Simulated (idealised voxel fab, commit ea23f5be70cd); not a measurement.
process module | voxel self aligned contacts
cross-section cut | 195 nm wide | cells 5 nm
A cross-section is a grid of square cells, given in bands from the top down. A band is one or more rows of cells.
Each band's line starts with the height of the band's top and of its bottom, in nm. Then come its materials from left to right, each with its width in nm. One material with "throughout" fills the band from edge to edge. "air" is empty space.
Height 0 is the level under which the wafer as received is all one material. The lowest band goes on downwards, as in "0 down".
A width such as "30 to 40" changes by the same amount from each row of cells to the next, from the band's top row to its bottom row.
"no change" after a step means that no cell of the cross-section changed.
closed voids: empty space of 8 cells or more with no open way to the top, each as width x height at its distance from the left edge, in nm
after a step's settings: what the simulator itself notes on the step
overlay nm, on a step with a mask: how far to the right of its planned place the mask lay; to the left if negative
plan
1 op RECEIVE | material Si
2 op OXIDIZE | depth nm 5
3 op DIRECTIONAL_DEP | material polySi | thk nm 20
4 op DIRECTIONAL_DEP | material SiN | thk nm 25
5 op MASKED_ETCH | tone cover | mask id GATE | width nm 30 | pitch nm 70 | etch materials SiN | depth nm 25 | overlay nm 0
6 op MASKED_ETCH | tone cover | mask id GATE | width nm 30 | pitch nm 70 | etch materials polySi | depth nm 20 | overlay nm 0
7 op CONFORMAL_DEP | material SiN | thk nm 10
8 op DIRECTIONAL_ETCH | etch materials SiN | depth nm 10
9 op FILL_DEP | material SiO2 | thk nm 15
10 op CMP | height nm 50
11 op DIRECTIONAL_DEP | material aC | thk nm 15
12 op PATTERN | tone open | mask id CONTACT | material resist | width nm 50 | thk nm 35 | overlay nm 0
13 op DIRECTIONAL_ETCH | etch materials aC | depth nm 15
14 op STRIP | etch materials resist
15 op DIRECTIONAL_ETCH | etch materials SiO2 | depth nm 55
16 op STRIP | etch materials aC
17 op CONFORMAL_DEP | material TiN | thk nm 5
18 op FILL_DEP | material Ru | thk nm 10
19 op CMP | height nm 50
20 op CONFORMAL_DEP | material SiCN | thk nm 5
as received, after step 1
  0 down: Si throughout
  closed voids: none
a wafer at the end: this start, this plan, one mistake
  55 to 50: SiCN throughout
  50 to 20: SiO2 30 | SiN 60 | TiN 10 | SiN 60 | SiO2 35
  20 to 5: SiO2 30 | SiN 15 | polySi 30 | SiN 15 | TiN 10 | SiN 15 | polySi 30 | SiN 15 | SiO2 35
  5 to 0: SiN 45 | polySi 30 | SiN 40 | polySi 30 | SiN 50
  0 to -5: SiO2 throughout
  -5 down: Si throughout
  closed voids: none
what went wrong: step 7 ran as: op CONFORMAL_DEP | material SiN | thk nm 15
